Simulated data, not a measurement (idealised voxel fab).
You're looking at the process module voxel wiring stack.
Square cell edge 5 nm, section width 240 nm, ID cut.
When this document writes out a cross-section, it uses a grid of square cells and lists it as bands, beginning at the top and moving down, with a band standing for one or more rows of cells.
Band entry format. Leading values: height of top, height of bottom, nm. Remainder: materials in left-to-right order, each with its width in nm. Special words: "edge to edge" on a single material, which then fills the band edge to edge; "empty", empty space.
Below 0: as-received wafer, all one material; heights counted from there. Lowest band: no bottom, goes on down, written "0 down".
The expression "30..40" gives the width at the extremes of the band, the first number at its top row of cells and the second at its bottom row, with the width changing by equal amounts from each row to the next in between.
Step note "no modifications" = no cross-section cell changed.
What "Trapped voids" gives you is every empty space of 8 cells or more that is cut off from the top. Each appears as width x height at distance, with the distance taken from the left edge and width, height and distance all in nm.
The remark found on a step's line after its settings is issued by the simulator itself and pertains to that step.
overlay nm: where the mask lay relative to plan, measured to the right, on steps with a mask; negatives go left.
Read each pair as before and after one process step. The after cross-section shows only down to the lowest band that changed. The step between them and its settings are given below the pair. Pairs can come from different runs of this module on the same starting wafer. A pair continues from the pair above only where its "Before step" entry says so.

## Before step
  40 to 15  45 of W, then 25 of empty, then 15 of W, then 25 of empty, then 15 of W, then 25 of empty, then 15 of W, then 25 of empty, then 50 of W
  15 to 10  45 of TiN, then 25 of empty, then 15 of TiN, then 25 of empty, then 15 of TiN, then 25 of empty, then 15 of TiN, then 25 of empty, then 50 of TiN
  10 to 0  SiO2 edge to edge
  0 down  Si edge to edge
  Trapped voids: none

## Step Outcome
  45 to 40  50 of SiCN, then 15 of empty, then 25 of SiCN, then 15 of empty, then 25 of SiCN, then 15 of empty, then 25 of SiCN, then 15 of empty, then 55 of SiCN
  40 to 15  45 of W, then 5 of SiCN, then 15 of empty, then 5 of SiCN, then 15 of W, then 5 of SiCN, then 15 of empty, then 5 of SiCN, then 15 of W, then 5 of SiCN, then 15 of empty, then 5 of SiCN, then 15 of W, then 5 of SiCN, then 15 of empty, then 5 of SiCN, then 50 of W
  15 to 10  45 of TiN, then 25 of SiCN, then 15 of TiN, then 25 of SiCN, then 15 of TiN, then 25 of SiCN, then 15 of TiN, then 25 of SiCN, then 50 of TiN
  Unchanged below 10.
  Trapped voids: none
The process step separating the two cross-sections depicted above is as follows: CONFORMAL_DEP (material SiCN; thk nm 5)

Before step: per the after cross-section of the pair just above.

## Step Outcome
  50 to 45  lowk edge to edge
  45 to 40  50 of SiCN, then 15 of lowk, then 25 of SiCN, then 15 of lowk, then 25 of SiCN, then 15 of lowk, then 25 of SiCN, then 15 of lowk, then 55 of SiCN
  40 to 15  45 of W, then 5 of SiCN, then 15 of lowk, then 5 of SiCN, then 15 of W, then 5 of SiCN, then 15 of lowk, then 5 of SiCN, then 15 of W, then 5 of SiCN, then 15 of lowk, then 5 of SiCN, then 15 of W, then 5 of SiCN, then 15 of lowk, then 5 of SiCN, then 50 of W
  Unchanged below 15.
  Trapped voids: none
The process step separating the two cross-sections depicted above is as follows: FILL_DEP (material lowk; thk nm 5)

Before step: per the after cross-section of the pair just above.

## Step Outcome
  40 to 15  45 of W, then 5 of SiCN, then 15 of lowk, then 5 of SiCN, then 15 of W, then 5 of SiCN, then 15 of lowk, then 5 of SiCN, then 15 of W, then 5 of SiCN, then 15 of lowk, then 5 of SiCN, then 15 of W, then 5 of SiCN, then 15 of lowk, then 5 of SiCN, then 50 of W
  Unchanged below 15.
  Trapped voids: none
The process step separating the two cross-sections depicted above is as follows: CMP (height nm 40)

Before step: per the after cross-section of the pair just above.

## Step Outcome
  45 to 40  SiCN edge to edge
  Unchanged below 40.
  Trapped voids: none
The process step separating the two cross-sections depicted above is as follows: CONFORMAL_DEP (material SiCN; thk nm 5)

Before step: per the after cross-section of the pair just above.

## Step Outcome
  65 to 45  SiO2 edge to edge
  Unchanged below 45.
  Trapped voids: none
The process step separating the two cross-sections depicted above is as follows: DIRECTIONAL_DEP (material SiO2; thk nm 20)

Before step: per the after cross-section of the pair just above.

## Step Outcome
  65 to 45  45 of SiO2, then 15 of empty, then 65 of SiO2, then 15 of empty, then 100 of SiO2
  Unchanged below 45.
  Trapped voids: none
The process step separating the two cross-sections depicted above is as follows: MASKED_ETCH (tone open; mask id PLUG_1; width nm 15; pitch nm 80; etch materials SiO2; depth nm 20; overlay nm 0)

Before step: per the after cross-section of the pair just above.

## Step Outcome
  65 to 45  45 of SiO2, then 15 of empty, then 65 of SiO2, then 15 of empty, then 100 of SiO2
  45 to 40  45 of SiCN, then 15 of empty, then 65 of SiCN, then 15 of empty, then 100 of SiCN
  Unchanged below 40.
  Trapped voids: none
The process step separating the two cross-sections depicted above is as follows: MASKED_ETCH (tone open; mask id PLUG_1; width nm 15; pitch nm 80; etch materials SiCN; depth nm 5; overlay nm 0)

Before step: per the after cross-section of the pair just above.

## Step Outcome
  70 to 65  50 of SiN, then 5 of empty, then 75 of SiN, then 5 of empty, then 105 of SiN
  65 to 45  45 of SiO2, then 5 of SiN, then 5 of empty, then 5 of SiN, then 65 of SiO2, then 5 of SiN, then 5 of empty, then 5 of SiN, then 100 of SiO2
  45 to 40  45 of SiCN, then 15 of SiN, then 65 of SiCN, then 15 of SiN, then 100 of SiCN
  Unchanged below 40.
  Trapped voids: none
The process step separating the two cross-sections depicted above is as follows: CONFORMAL_DEP (material SiN; thk nm 5)

Before step: per the after cross-section of the pair just above.

## Step Outcome
  90 to 70  50 of lowk, then 5 of empty, then 75 of lowk, then 5 of empty, then 105 of lowk
  70 to 65  50 of SiN, then 5 of empty, then 75 of SiN, then 5 of empty, then 105 of SiN
  65 to 45  45 of SiO2, then 5 of SiN, then 5 of lowk, then 5 of SiN, then 65 of SiO2, then 5 of SiN, then 5 of lowk, then 5 of SiN, then 100 of SiO2
  Unchanged below 45.
  Trapped voids: none
The process step separating the two cross-sections depicted above is as follows: DIRECTIONAL_DEP (material lowk; thk nm 20)

Before step: per the after cross-section of the pair just above.

## Step Outcome
  105 to 90  50 of aC, then 5 of empty, then 75 of aC, then 5 of empty, then 105 of aC
  90 to 80  50 of lowk, then 5 of empty, then 75 of lowk, then 5 of empty, then 105 of lowk
  80 to 70  50 of lowk, then 5 of aC, then 75 of lowk, then 5 of aC, then 105 of lowk
  70 to 65  50 of SiN, then 5 of aC, then 75 of SiN, then 5 of aC, then 105 of SiN
  Unchanged below 65.
  Trapped voids: none
The process step separating the two cross-sections depicted above is as follows: DIRECTIONAL_DEP (material aC; thk nm 15)

Before step: per the after cross-section of the pair just above.

## Step Outcome
  140 to 105  45 of resist, then 25 of empty, then 15 of resist, then 25 of empty, then 15 of resist, then 25 of empty, then 15 of resist, then 25 of empty, then 50 of resist
  Unchanged below 105.
  Trapped voids: none
The process step separating the two cross-sections depicted above is as follows: PATTERN (tone open; mask id METAL_2; material resist; width nm 25; pitch nm 40; thk nm 35; overlay nm 0)

Before step: per the after cross-section of the pair just above.

## Step Outcome
  125 to 105  45 of resist, then 25 of empty, then 15 of resist, then 25 of empty, then 15 of resist, then 25 of empty, then 15 of resist, then 25 of empty, then 50 of resist
  105 to 90  45 of aC, then 25 of empty, then 15 of aC, then 25 of empty, then 15 of aC, then 25 of empty, then 15 of aC, then 25 of empty, then 50 of aC
  90 to 70  50 of lowk, then 5 of empty, then 75 of lowk, then 5 of empty, then 105 of lowk
  70 to 65  50 of SiN, then 5 of empty, then 75 of SiN, then 5 of empty, then 105 of SiN
  Unchanged below 65.
  Trapped voids: none
The process step separating the two cross-sections depicted above is as follows: DIRECTIONAL_ETCH (etch materials aC; depth nm 15)

Before step: per the after cross-section of the pair just above.

## Step Outcome
  105 to 90  45 of aC, then 25 of empty, then 15 of aC, then 25 of empty, then 15 of aC, then 25 of empty, then 15 of aC, then 25 of empty, then 50 of aC
  Unchanged below 90.
  Trapped voids: none
The process step separating the two cross-sections depicted above is as follows: STRIP (etch materials resist)

Before step: per the after cross-section of the pair just above.

## Step Outcome
  105 to 90  45 of aC, then 25 of empty, then 15 of aC, then 25 of empty, then 15 of aC, then 25 of empty, then 15 of aC, then 25 of empty, then 50 of aC
  90 to 70  45 of lowk, then 25 of empty, then 15 of lowk, then 25 of empty, then 15 of lowk, then 25 of empty, then 15 of lowk, then 25 of empty, then 50 of lowk
  70 to 65  50 of SiN, then 5 of empty, then 75 of SiN, then 5 of empty, then 105 of SiN
  65 to 45  45 of SiO2, then 5 of SiN, then 5 of empty, then 5 of SiN, then 65 of SiO2, then 5 of SiN, then 5 of empty, then 5 of SiN, then 100 of SiO2
  Unchanged below 45.
  Trapped voids: none
The process step separating the two cross-sections depicted above is as follows: DIRECTIONAL_ETCH (etch materials lowk; depth nm 20)

Before step: per the after cross-section of the pair just above.

## Step Outcome
  105 to 90  45 of aC, then 25 of empty, then 15 of aC, then 25 of empty, then 15 of aC, then 25 of empty, then 15 of aC, then 25 of empty, then 50 of aC
  90 to 70  45 of lowk, then 25 of empty, then 15 of lowk, then 25 of empty, then 15 of lowk, then 25 of empty, then 15 of lowk, then 25 of empty, then 50 of lowk
  70 to 65  45 of SiN, then 25 of empty, then 15 of SiN, then 25 of empty, then 15 of SiN, then 25 of empty, then 15 of SiN, then 25 of empty, then 50 of SiN
  65 to 45  45 of SiO2, then 5 of SiN, then 5 of empty, then 5 of SiN, then 65 of SiO2, then 5 of SiN, then 5 of empty, then 5 of SiN, then 100 of SiO2
  45 to 40  45 of SiCN, then 5 of SiN, then 5 of empty, then 5 of SiN, then 65 of SiCN, then 5 of SiN, then 5 of empty, then 5 of SiN, then 100 of SiCN
  Unchanged below 40.
  Trapped voids: none
The process step separating the two cross-sections depicted above is as follows: DIRECTIONAL_ETCH (etch materials SiN; depth nm 5)

Before step: per the after cross-section of the pair just above.

## Step Outcome
  90 to 70  45 of lowk, then 25 of empty, then 15 of lowk, then 25 of empty, then 15 of lowk, then 25 of empty, then 15 of lowk, then 25 of empty, then 50 of lowk
  Unchanged below 70.
  Trapped voids: none
The process step separating the two cross-sections depicted above is as follows: STRIP (etch materials aC)

Before step: per the after cross-section of the pair just above.

## Step Outcome
  95 to 90  50 of TiN, then 15 of empty, then 25 of TiN, then 15 of empty, then 25 of TiN, then 15 of empty, then 25 of TiN, then 15 of empty, then 55 of TiN
  90 to 70  45 of lowk, then 5 of TiN, then 15 of empty, then 5 of TiN, then 15 of lowk, then 5 of TiN, then 15 of empty, then 5 of TiN, then 15 of lowk, then 5 of TiN, then 15 of empty, then 5 of TiN, then 15 of lowk, then 5 of TiN, then 15 of empty, then 5 of TiN, then 50 of lowk
  70 to 65  45 of SiN, then 25 of TiN, then 15 of SiN, then 25 of TiN, then 15 of SiN, then 25 of TiN, then 15 of SiN, then 25 of TiN, then 50 of SiN
  65 to 45  45 of SiO2, then 5 of SiN, then 5 of TiN, then 5 of SiN, then 65 of SiO2, then 5 of SiN, then 5 of TiN, then 5 of SiN, then 100 of SiO2
  45 to 40  45 of SiCN, then 5 of SiN, then 5 of TiN, then 5 of SiN, then 65 of SiCN, then 5 of SiN, then 5 of TiN, then 5 of SiN, then 100 of SiCN
  Unchanged below 40.
  Trapped voids: none
The process step separating the two cross-sections depicted above is as follows: CONFORMAL_DEP (material TiN; thk nm 5)

Before step: per the after cross-section of the pair just above.

## Step Outcome
  105 to 95  Cu edge to edge
  95 to 90  50 of TiN, then 15 of Cu, then 25 of TiN, then 15 of Cu, then 25 of TiN, then 15 of Cu, then 25 of TiN, then 15 of Cu, then 55 of TiN
  90 to 70  45 of lowk, then 5 of TiN, then 15 of Cu, then 5 of TiN, then 15 of lowk, then 5 of TiN, then 15 of Cu, then 5 of TiN, then 15 of lowk, then 5 of TiN, then 15 of Cu, then 5 of TiN, then 15 of lowk, then 5 of TiN, then 15 of Cu, then 5 of TiN, then 50 of lowk
  Unchanged below 70.
  Trapped voids: none
The process step separating the two cross-sections depicted above is as follows: FILL_DEP (material Cu; thk nm 10)

Before step: per the after cross-section of the pair just above.

## Step Outcome
  90 to 70  45 of lowk, then 5 of TiN, then 15 of Cu, then 5 of TiN, then 15 of lowk, then 5 of TiN, then 15 of Cu, then 5 of TiN, then 15 of lowk, then 5 of TiN, then 15 of Cu, then 5 of TiN, then 15 of lowk, then 5 of TiN, then 15 of Cu, then 5 of TiN, then 50 of lowk
  Unchanged below 70.
  Trapped voids: none
The process step separating the two cross-sections depicted above is as follows: CMP (height nm 90)

Before step: per the after cross-section of the pair just above.

## Step Outcome
  95 to 90  40 of empty, then 35 of Ru, then 5 of empty, then 35 of Ru, then 5 of empty, then 35 of Ru, then 5 of empty, then 35 of Ru, then 45 of empty
  Unchanged below 90.
  Trapped voids: none
The process step separating the two cross-sections depicted above is as follows: EPI (material Ru; thk nm 5)

Before step: per the after cross-section of the pair just above.

## Step Outcome
  100 to 95  SiCN edge to edge
  95 to 90  40 of SiCN, then 35 of Ru, then 5 of SiCN, then 35 of Ru, then 5 of SiCN, then 35 of Ru, then 5 of SiCN, then 35 of Ru, then 45 of SiCN
  Unchanged below 90.
  Trapped voids: none
The process step separating the two cross-sections depicted above is as follows: FILL_DEP (material SiCN; thk nm 5)
